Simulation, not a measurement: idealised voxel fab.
Presented below is a process module, voxel released beams.
FYI the section here is cut, 160 nm wide, cells are 5 nm squares.
Heads up, the way a cross-section reads in here is a grid of square cells, handed over as bands from the top down, with every band being one or more rows of cells. Read a band's entry like this: the first values are the height of its top and the height of its bottom in nm, and what follows is the sequence of materials from left to right, each with its width in nm. Note that "air" is empty space, and that a single material marked "full width" reaches across the band from edge to edge. Heads up on the height convention: 0 is the point under which the incoming wafer is all one material, and the lowest band has no bottom, it just keeps going down, like "z 0 and below". A two-number width, for instance "30..40", indicates that the width is equal to the first number in the top row of the band and to the second number in the bottom row, and that it changes by a constant amount per row of cells. "no modifications", as given for a step, is the statement that not any cell of the cross-section underwent a change during that step. Each empty space that has no open way to the top and spans at least 8 cells appears under "Tabulated closed voids" as width x height at distance, the distance counted from the left edge, all in nm. The remark found on a step's line after its settings is issued by the simulator itself and pertains to that step. "overlay nm" answers the question of how far to the right of plan the mask lay on a step that has a mask, and when it is negative the answer is to the left.
**The planned process steps are enumerated hereunder**
1: RECEIVE: material Si
2: CONFORMAL_DEP: material Al2O3, thk nm 5
3: DIRECTIONAL_DEP: material SiO2, thk nm 20
4: DIRECTIONAL_DEP: material aC, thk nm 15
5: PATTERN: tone open, mask id ANCHOR, material resist, width nm 35, thk nm 30, overlay nm 0
6: DIRECTIONAL_ETCH: etch materials aC, depth nm 15
7: STRIP: etch materials resist
8: DIRECTIONAL_ETCH: etch materials SiO2, depth nm 20
9: STRIP: etch materials aC
10: CONFORMAL_DEP: material W, thk nm 10
11: DIRECTIONAL_DEP: material aC, thk nm 10
12: PATTERN: tone cover, mask id BEAM, material resist, width nm 110, thk nm 30, overlay nm 0
13: DIRECTIONAL_ETCH: etch materials aC, depth nm 10
14: STRIP: etch materials resist
15: DIRECTIONAL_ETCH: etch materials W, depth nm 10
16: STRIP: etch materials aC
17: STRIP: etch materials SiO2
**Step 1 complete: cross-section of the wafer as received**
    z 0 and below | Si full width
    Tabulated closed voids: none
**Here's the wafer cut in cross-section after the module, started and planned just like above, except one thing was done wrong in the run**
    z 35 to 25 | Al2O3 35, air 15, Al2O3 110
    z 25 to 15 | SiO2 25, Al2O3 10, air 15, Al2O3 10, SiO2 100
    z 15 to 5 | SiO2 25, Al2O3 35, SiO2 100
    z 5 to 0 | Al2O3 full width
    z 0 and below | Si full width
    Tabulated closed voids: none
Want to know what went wrong? step 10 deviated from plan and actually ran as CONFORMAL_DEP: material Al2O3, thk nm 10
